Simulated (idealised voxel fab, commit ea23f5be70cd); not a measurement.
Documented hereafter: the process module known as voxel capacitor over wiring.
It is cross-section cut that appears here, measuring 145 nm in width, its square cells being 5 nm in size.
Just so we're on the same page, the cross-sections are grids of square cells, and they're listed out in bands top to bottom, each band one or more rows deep.
The band entry comprises the height of the band's top followed by the height of its bottom, expressed in nm, and subsequently the band's materials from left to right, each stated together with its width in nm. Where a single material is marked with the word "edge to edge", that material fills the band from edge to edge. The word "empty" represents empty space.
Height 0 is the level under which the wafer as received is all one material. The lowest band goes on downwards, as in "from 0 down".
When a width is written as two numbers, as in "30..40", the first number is the width in the top row of cells of the band and the second is the width in its bottom row, and the width changes by the same amount from each row to the next.
The designation "remains unaltered", where it is given for a processing step, indicates that no cell of the cross-section was altered in the course of that step.
Closed internal cavities: empty space of 8 cells or more with no open way to the top, each as width x height at its distance from the left edge, in nm
On each step's line, the part that comes after the settings is the simulator's own comment on the step.
"overlay nm" on a masked step: distance the mask lay right of its planned place, negative for left.
### Process steps foreseen in the plan
1,RECEIVE (material Si)
2,CONFORMAL_DEP (material SiO2; thk nm 10)
3,CONFORMAL_DEP (material SiN; thk nm 5)
4,DIRECTIONAL_DEP (material SiO2; thk nm 15)
5,PATTERN (tone open; mask id METAL_1; material resist; width nm 20; pitch nm 75; thk nm 15; overlay nm 0)
6,DIRECTIONAL_ETCH (etch materials SiO2; depth nm 15)
7,DIRECTIONAL_ETCH (etch materials SiN; depth nm 5)
8,STRIP (etch materials resist)
9,CONFORMAL_DEP (material TiN; thk nm 5)
10,FILL_DEP (material Cu; thk nm 5)
11,CMP (height nm 30)
12,CONFORMAL_DEP (material SiCN; thk nm 5)
13,DIRECTIONAL_DEP (material SiO2; thk nm 20)
14,PATTERN (tone open; mask id PLUG_1; material resist; width nm 15; thk nm 15; overlay nm 0)
15,DIRECTIONAL_ETCH (etch materials SiO2; depth nm 20)
16,DIRECTIONAL_ETCH (etch materials SiCN; depth nm 5)
17,STRIP (etch materials resist)
18,CONFORMAL_DEP (material TiN; thk nm 5)
19,FILL_DEP (material Cu; thk nm 10)
20,CMP (height nm 55)
21,DIRECTIONAL_DEP (material TiN; thk nm 5)
22,DIRECTIONAL_DEP (material SiN; thk nm 5)
23,DIRECTIONAL_DEP (material TiN; thk nm 5)
24,PATTERN (tone cover; mask id UPPER_PLATE; material resist; width nm 60; thk nm 15; overlay nm 0)
25,DIRECTIONAL_ETCH (etch materials TiN; depth nm 5)
26,DIRECTIONAL_ETCH (etch materials SiN; depth nm 5)
27,STRIP (etch materials resist)
28,PATTERN (tone cover; mask id LOWER_PLATE; material resist; width nm 70; thk nm 20; overlay nm 0)
29,DIRECTIONAL_ETCH (etch materials TiN; depth nm 5)
30,STRIP (etch materials resist)
31,FILL_DEP (material SiO2; thk nm 20)
32,CMP (height nm 85)
33,PATTERN (tone open; mask id PLUG_2; material resist; width nm 15; thk nm 15; overlay nm 0)
34,DIRECTIONAL_ETCH (etch materials SiO2; depth nm 15)
35,STRIP (etch materials resist)
36,CONFORMAL_DEP (material TiN; thk nm 5)
37,FILL_DEP (material Ru; thk nm 10)
38,CMP (height nm 85)
39,CONFORMAL_DEP (material SiN; thk nm 5)
### Step 1 complete: cross-section of the wafer as received
    from 0 down = Si edge to edge
    Closed internal cavities: none
### Here's the cross-section of the first of our two wafers at the end of the module - it ran as planned
    from 90 to 85 = SiN edge to edge
    from 85 to 75 = SiO2=40; TiN=5; Ru=5; TiN=5; SiO2=90
    from 75 to 65 = SiO2=40..30; TiN=15..60; SiO2=90..55
    from 65 to 60 = SiO2=30; SiN=60; SiO2=55
    from 60 to 55 = SiO2=25; TiN=70; SiO2=50
    from 55 to 35 = SiO2=30; TiN=5; Cu=5; TiN=5; SiO2=100
    from 35 to 30 = SiCN=30; TiN=15; SiCN=100
    from 30 to 15 = SiO2=25; TiN=5; Cu=10; TiN=5; SiO2=55; TiN=5; Cu=10; TiN=5; SiO2=25
    from 15 to 10 = SiN=25; TiN=20; SiN=55; TiN=20; SiN=25
    from 10 to 0 = SiO2 edge to edge
    from 0 down = Si edge to edge
    Closed internal cavities: none
### What the second wafer looks like in cross-section once the module is done. Its start and its plan matched the first wafer's exactly; what differed was one mistake in how it was run
    from 90 to 85 = SiN edge to edge
    from 85 to 75 = SiO2=40; TiN=5; Ru=5; TiN=5; SiO2=90
    from 75 to 65 = SiO2=40..30; TiN=15..60; SiO2=90..55
    from 65 to 60 = SiO2=30; SiN=60; SiO2=55
    from 60 to 55 = SiO2=30; TiN=65; SiO2=50
    from 55 to 35 = SiO2=30; TiN=5; Cu=5; TiN=5; SiO2=100
    from 35 to 30 = SiCN=30; TiN=15; SiCN=100
    from 30 to 15 = SiO2=25; TiN=5; Cu=10; TiN=5; SiO2=55; TiN=5; Cu=10; TiN=5; SiO2=25
    from 15 to 10 = SiN=25; TiN=20; SiN=55; TiN=20; SiN=25
    from 10 to 0 = SiO2 edge to edge
    from 0 down = Si edge to edge
    Closed internal cavities: none
So what did we get wrong on this run? for step 28, the planned setting was not used; the step was instead run as PATTERN (tone cover; mask id LOWER_PLATE; material resist; width nm 65; thk nm 20; overlay nm 0)
Per the end-of-run cell counts, the second wafer holds more or fewer of some materials than the first: 1 more of SiO2, 1 fewer of TiN
